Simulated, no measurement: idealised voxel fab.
process module | voxel trench capacitor
cross-section cut | 255 nm wide | cells 5 nm
A cross-section is a grid of square cells, given in bands from the top down. A band is one or more rows of cells.
Each band's line starts with the height of the band's top and of its bottom, in nm. Then come its materials from left to right, each with its width in nm. One material with "throughout" fills the band from edge to edge. "air" is empty space.
Height 0 is the level under which the wafer as received is all one material. The lowest band goes on downwards, as in "0 down".
A width such as "30 to 40" changes by the same amount from each row of cells to the next, from the band's top row to its bottom row.
"no change" after a step means that no cell of the cross-section changed.
closed voids: empty space of 8 cells or more with no open way to the top, each as width x height at its distance from the left edge, in nm
after a step's settings: what the simulator itself notes on the step
overlay nm, on a step with a mask: how far to the right of its planned place the mask lay; to the left if negative
plan
1 op RECEIVE | material Si
2 op CONFORMAL_DEP | material SiN | thk nm 10
3 op MASKED_ETCH | tone open | mask id TRENCH | width nm 25 | pitch nm 50 | etch materials SiN | depth nm 10 | overlay nm 0
4 op MASKED_ETCH | tone open | mask id TRENCH | width nm 25 | pitch nm 50 | etch materials Si | depth nm 40 | overlay nm 0
5 op CONFORMAL_DEP | material Al2O3 | thk nm 5
6 op CONFORMAL_DEP | material TiN | thk nm 5
7 op FILL_DEP | material W | thk nm 5
8 op CMP | height nm 10
as received, after step 1
  0 down: Si throughout
  closed voids: none
a wafer at the end: this start, this plan, one mistake
  20 to 15: TiN 100 | W 5 | TiN 45 | W 5 | TiN 100
  15 to 10: Al2O3 95 | TiN 5 | W 5 | TiN 5 | Al2O3 35 | TiN 5 | W 5 | TiN 5 | Al2O3 95
  10 to 0: SiN 90 | Al2O3 5 | TiN 5 | W 5 | TiN 5 | Al2O3 5 | SiN 25 | Al2O3 5 | TiN 5 | W 5 | TiN 5 | Al2O3 5 | SiN 90
  0 to -30: Si 90 | Al2O3 5 | TiN 5 | W 5 | TiN 5 | Al2O3 5 | Si 25 | Al2O3 5 | TiN 5 | W 5 | TiN 5 | Al2O3 5 | Si 90
  -30 to -35: Si 90 | Al2O3 5 | TiN 15 | Al2O3 5 | Si 25 | Al2O3 5 | TiN 15 | Al2O3 5 | Si 90
  -35 to -40: Si 90 | Al2O3 25 | Si 25 | Al2O3 25 | Si 90
  -40 down: Si throughout
  closed voids: none
what went wrong: step 8 ran as: op CMP | height nm 20
